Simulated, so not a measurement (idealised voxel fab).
Documented hereafter: the process module known as voxel quadruple lines.
Displayed cross-section: cut, width of 185 nm, square cells sized 5 nm.
When this document writes out a cross-section, it uses a grid of square cells and lists it as bands, beginning at the top and moving down, with a band standing for one or more rows of cells.
It is stipulated that each band's entry specify, in nanometres, the height of the top of the band and then that of its bottom, followed by the materials of the band in left-to-right sequence, each together with its width in nanometres. A single material marked by the word "everywhere" is understood to fill the band from edge to edge; the word "blank" is understood to denote empty space.
Heights from 0 (as-received wafer is one material below). Bottom band endless downward, as "top 0, no bottom".
Top row gets the first number, bottom row gets the second, and each row in between changes by the same step: that is how a band width like "30->40" works.
Basically "no alteration" means that step didn't change any cell in the cross-section.
In "Sealed-off cavities" the enclosed voids are listed, meaning empty spaces of 8 cells or larger without any opening to the top. The form is width x height at distance, distance from the left edge, units nm.
What comes after the settings on a step's line is commentary from the simulator itself on that step.
"overlay nm" denotes, for a step that has a mask, the displacement of the mask to the right of its planned place, with negative values corresponding to the left.

## Process steps (planned)
1. RECEIVE,material Si
2. CONFORMAL_DEP,material SiO2,thk nm 5
3. DIRECTIONAL_DEP,material W,thk nm 10
4. DIRECTIONAL_DEP,material polySi,thk nm 20
5. DIRECTIONAL_DEP,material aC,thk nm 25
6. PATTERN,tone cover,mask id MANDREL,material resist,width nm 35,thk nm 35,overlay nm 0
7. DIRECTIONAL_ETCH,etch materials aC,depth nm 25
8. STRIP,etch materials resist
9. CONFORMAL_DEP,material SiO2,thk nm 15
10. DIRECTIONAL_ETCH,etch materials SiO2,depth nm 15
11. STRIP,etch materials aC
12. DIRECTIONAL_ETCH,etch materials polySi,depth nm 20
13. STRIP,etch materials SiO2
14. CONFORMAL_DEP,material SiN,thk nm 10
15. DIRECTIONAL_ETCH,etch materials SiN,depth nm 10
16. STRIP,etch materials polySi
17. DIRECTIONAL_ETCH,etch materials W,depth nm 10
18. STRIP,etch materials SiN
19. FILL_DEP,material SiO2,thk nm 5
20. CMP,height nm 15

## The first wafer of two, processed as planned

## Wafer at receipt (post step 1), cross-section
- top 0, no bottom: Si everywhere
- Sealed-off cavities: none

## Step 2 done - wafer cross-section
- top 5, bottom 0: SiO2 everywhere
- Whatever lies below 0 is exactly as it was before.

## Step 3 done - wafer cross-section
- top 15, bottom 5: W everywhere
- Whatever lies below 5 is exactly as it was before.

## Step 4 done - wafer cross-section
- top 35, bottom 15: polySi everywhere
- Whatever lies below 15 is exactly as it was before.

## Step 5 done - wafer cross-section
- top 60, bottom 35: aC everywhere
- Whatever lies below 35 is exactly as it was before.

## Step 6 done - wafer cross-section
- top 95, bottom 60: 75 of blank | 35 of resist | 75 of blank
- Whatever lies below 60 is exactly as it was before.

## Step 7 done - wafer cross-section
- top 70, bottom 60: 75 of blank | 35 of resist | 75 of blank
- top 60, bottom 35: 75 of blank | 35 of aC | 75 of blank
- Whatever lies below 35 is exactly as it was before.

## Step 8 done - wafer cross-section
- top 60, bottom 35: 75 of blank | 35 of aC | 75 of blank
- Whatever lies below 35 is exactly as it was before.

## Step 9 done - wafer cross-section
- top 75, bottom 60: 60 of blank | 65 of SiO2 | 60 of blank
- top 60, bottom 50: 60 of blank | 15 of SiO2 | 35 of aC | 15 of SiO2 | 60 of blank
- top 50, bottom 35: 75 of SiO2 | 35 of aC | 75 of SiO2
- Whatever lies below 35 is exactly as it was before.

## Step 10 done - wafer cross-section
- top 60, bottom 35: 60 of blank | 15 of SiO2 | 35 of aC | 15 of SiO2 | 60 of blank
- Whatever lies below 35 is exactly as it was before.

## Step 11 done - wafer cross-section
- top 60, bottom 35: 60 of blank | 15 of SiO2 | 35 of blank | 15 of SiO2 | 60 of blank
- Whatever lies below 35 is exactly as it was before.

## Step 12 done - wafer cross-section
- top 60, bottom 35: 60 of blank | 15 of SiO2 | 35 of blank | 15 of SiO2 | 60 of blank
- top 35, bottom 15: 60 of blank | 15 of polySi | 35 of blank | 15 of polySi | 60 of blank
- Whatever lies below 15 is exactly as it was before.

## Step 13 done - wafer cross-section
- top 35, bottom 15: 60 of blank | 15 of polySi | 35 of blank | 15 of polySi | 60 of blank
- Whatever lies below 15 is exactly as it was before.

## Step 14 done - wafer cross-section
- top 45, bottom 35: 50 of blank | 35 of SiN | 15 of blank | 35 of SiN | 50 of blank
- top 35, bottom 25: 50 of blank | 10 of SiN | 15 of polySi | 10 of SiN | 15 of blank | 10 of SiN | 15 of polySi | 10 of SiN | 50 of blank
- top 25, bottom 15: 60 of SiN | 15 of polySi | 35 of SiN | 15 of polySi | 60 of SiN
- Whatever lies below 15 is exactly as it was before.

## Step 15 done - wafer cross-section
- top 35, bottom 15: 50 of blank | 10 of SiN | 15 of polySi | 10 of SiN | 15 of blank | 10 of SiN | 15 of polySi | 10 of SiN | 50 of blank
- Whatever lies below 15 is exactly as it was before.

## Step 16 done - wafer cross-section
- top 35, bottom 15: 50 of blank | 10 of SiN | 15 of blank | 10 of SiN | 15 of blank | 10 of SiN | 15 of blank | 10 of SiN | 50 of blank
- Whatever lies below 15 is exactly as it was before.

## Step 17 done - wafer cross-section
- top 35, bottom 15: 50 of blank | 10 of SiN | 15 of blank | 10 of SiN | 15 of blank | 10 of SiN | 15 of blank | 10 of SiN | 50 of blank
- top 15, bottom 5: 50 of blank | 10 of W | 15 of blank | 10 of W | 15 of blank | 10 of W | 15 of blank | 10 of W | 50 of blank
- Whatever lies below 5 is exactly as it was before.

## Step 18 done - wafer cross-section
- top 15, bottom 5: 50 of blank | 10 of W | 15 of blank | 10 of W | 15 of blank | 10 of W | 15 of blank | 10 of W | 50 of blank
- Whatever lies below 5 is exactly as it was before.

## Step 19 done - wafer cross-section
- top 20, bottom 15: SiO2 everywhere
- top 15, bottom 5: 50 of SiO2 | 10 of W | 15 of SiO2 | 10 of W | 15 of SiO2 | 10 of W | 15 of SiO2 | 10 of W | 50 of SiO2
- Whatever lies below 5 is exactly as it was before.

## Step 20 done - wafer cross-section
- top 15, bottom 5: 50 of SiO2 | 10 of W | 15 of SiO2 | 10 of W | 15 of SiO2 | 10 of W | 15 of SiO2 | 10 of W | 50 of SiO2
- Whatever lies below 5 is exactly as it was before.

## Here the second wafer is described. Its start and its plan were those of the first wafer. Its run contained one mistake. Up to and including step 1, it did exactly what the first wafer did

At the planned end of step 2, the second wafer in cross-section: no alteration

## At the planned end of step 3, the second wafer in cross-section
- top 10, bottom 0: W everywhere
- Whatever lies below 0 is exactly as it was before.

## At the planned end of step 4, the second wafer in cross-section
- top 30, bottom 10: polySi everywhere
- Whatever lies below 10 is exactly as it was before.

## At the planned end of step 5, the second wafer in cross-section
- top 55, bottom 30: aC everywhere
- Whatever lies below 30 is exactly as it was before.

## At the planned end of step 6, the second wafer in cross-section
- top 90, bottom 55: 75 of blank | 35 of resist | 75 of blank
- Whatever lies below 55 is exactly as it was before.

## At the planned end of step 7, the second wafer in cross-section
- top 65, bottom 55: 75 of blank | 35 of resist | 75 of blank
- top 55, bottom 30: 75 of blank | 35 of aC | 75 of blank
- Whatever lies below 30 is exactly as it was before.

## At the planned end of step 8, the second wafer in cross-section
- top 55, bottom 30: 75 of blank | 35 of aC | 75 of blank
- Whatever lies below 30 is exactly as it was before.

## At the planned end of step 9, the second wafer in cross-section
- top 70, bottom 55: 60 of blank | 65 of SiO2 | 60 of blank
- top 55, bottom 45: 60 of blank | 15 of SiO2 | 35 of aC | 15 of SiO2 | 60 of blank
- top 45, bottom 30: 75 of SiO2 | 35 of aC | 75 of SiO2
- Whatever lies below 30 is exactly as it was before.

## At the planned end of step 10, the second wafer in cross-section
- top 55, bottom 30: 60 of blank | 15 of SiO2 | 35 of aC | 15 of SiO2 | 60 of blank
- Whatever lies below 30 is exactly as it was before.

## At the planned end of step 11, the second wafer in cross-section
- top 55, bottom 30: 60 of blank | 15 of SiO2 | 35 of blank | 15 of SiO2 | 60 of blank
- Whatever lies below 30 is exactly as it was before.

## At the planned end of step 12, the second wafer in cross-section
- top 55, bottom 30: 60 of blank | 15 of SiO2 | 35 of blank | 15 of SiO2 | 60 of blank
- top 30, bottom 10: 60 of blank | 15 of polySi | 35 of blank | 15 of polySi | 60 of blank
- Whatever lies below 10 is exactly as it was before.

## At the planned end of step 13, the second wafer in cross-section
- top 30, bottom 10: 60 of blank | 15 of polySi | 35 of blank | 15 of polySi | 60 of blank
- Whatever lies below 10 is exactly as it was before.

## At the planned end of step 14, the second wafer in cross-section
- top 40, bottom 30: 50 of blank | 35 of SiN | 15 of blank | 35 of SiN | 50 of blank
- top 30, bottom 20: 50 of blank | 10 of SiN | 15 of polySi | 10 of SiN | 15 of blank | 10 of SiN | 15 of polySi | 10 of SiN | 50 of blank
- top 20, bottom 10: 60 of SiN | 15 of polySi | 35 of SiN | 15 of polySi | 60 of SiN
- Whatever lies below 10 is exactly as it was before.

## At the planned end of step 15, the second wafer in cross-section
- top 30, bottom 10: 50 of blank | 10 of SiN | 15 of polySi | 10 of SiN | 15 of blank | 10 of SiN | 15 of polySi | 10 of SiN | 50 of blank
- Whatever lies below 10 is exactly as it was before.

## At the planned end of step 16, the second wafer in cross-section
- top 30, bottom 10: 50 of blank | 10 of SiN | 15 of blank | 10 of SiN | 15 of blank | 10 of SiN | 15 of blank | 10 of SiN | 50 of blank
- Whatever lies below 10 is exactly as it was before.

## At the planned end of step 17, the second wafer in cross-section
- top 30, bottom 10: 50 of blank | 10 of SiN | 15 of blank | 10 of SiN | 15 of blank | 10 of SiN | 15 of blank | 10 of SiN | 50 of blank
- top 10, bottom 0: 50 of blank | 10 of W | 15 of blank | 10 of W | 15 of blank | 10 of W | 15 of blank | 10 of W | 50 of blank
- Whatever lies below 0 is exactly as it was before.

## At the planned end of step 18, the second wafer in cross-section
- top 10, bottom 0: 50 of blank | 10 of W | 15 of blank | 10 of W | 15 of blank | 10 of W | 15 of blank | 10 of W | 50 of blank
- Whatever lies below 0 is exactly as it was before.

## At the planned end of step 19, the second wafer in cross-section
- top 15, bottom 10: SiO2 everywhere
- top 10, bottom 0: 50 of SiO2 | 10 of W | 15 of SiO2 | 10 of W | 15 of SiO2 | 10 of W | 15 of SiO2 | 10 of W | 50 of SiO2
- Whatever lies below 0 is exactly as it was before.

At the planned end of step 20, the second wafer in cross-section: no alteration
Error vs. plan: with respect to the plan, step 2 was omitted and not executed
Final wafers compared: equal cell tally per material, rearranged layout.
